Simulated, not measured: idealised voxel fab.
Name of the process module below: voxel fin reveal
cross-section cut | 170 nm wide | cells 5 nm
A cross-section is a grid of square cells, given in bands from the top down. A band is one or more rows of cells. Band: top and bottom heights (nm) first, top before bottom; then materials from left to right, widths in nm. "throughout" marks a sole material filling the band edge to edge. "blank" denotes empty space. Heights are expressed relative to 0, this being the level below which the as-received wafer comprises one material exclusively. The lowest band is unbounded in the downward direction and is denoted as in "0 down". Think of "30..40" as a width that walks from the first number to the second as you go down the band, top row to bottom row, taking equal-sized steps from row to row. "nothing got changed" after a step means that no cell of the cross-section changed. "Closed-off voids" enumerates empty spaces isolated from the top, with no open way to it, that contain at least 8 cells, giving each as width x height at distance from the left edge, all three in nm. On a step's line, text after the settings is the simulator commenting on that step. If you see "overlay nm" on a step's line and that step has a mask, it's telling you how far right of where it was planned the mask ended up; a negative number means it went left instead.

This section lists the process steps that were planned
| 1 | RECEIVE: material Si |
| 2 | CONFORMAL_DEP: material SiN, thk nm 5 |
| 3 | PATTERN: tone cover, mask id FINS, material resist, width nm 15, pitch nm 40, thk nm 20, overlay nm -15 |
| 4 | DIRECTIONAL_ETCH: etch materials SiN, depth nm 5 |
| 5 | DIRECTIONAL_ETCH: etch materials Si, depth nm 35 |
| 6 | STRIP: etch materials resist |
| 7 | FILL_DEP: material SiO2, thk nm 15 |
| 8 | CMP: height nm 5 |
| 9 | SELECTIVE_ETCH: etch materials SiO2, depth nm 20 |
| 10 | STRIP: etch materials SiN |
Don't read the plan's overlay nm for step 3 as applying to every wafer: that's the first wafer's value, and the wafers differ in it, though they all start identical.

Cross-section, first of several wafers, as delivered after step 1
  0 down | Si throughout
  Closed-off voids: none

Each wafer at the end: cells of each material gained (+) or lost (-) since it was received, then its closed voids
overlay nm -15; -196 Si; +112 SiO2; Closed-off voids: none
overlay nm -10; -196 Si; +112 SiO2; Closed-off voids: none
overlay nm -5; -196 Si; +112 SiO2; Closed-off voids: none
overlay nm 0; -196 Si; +112 SiO2; Closed-off voids: none
overlay nm 5; -196 Si; +112 SiO2; Closed-off voids: none
overlay nm 10; -196 Si; +112 SiO2; Closed-off voids: none
overlay nm 15; -196 Si; +112 SiO2; Closed-off voids: none
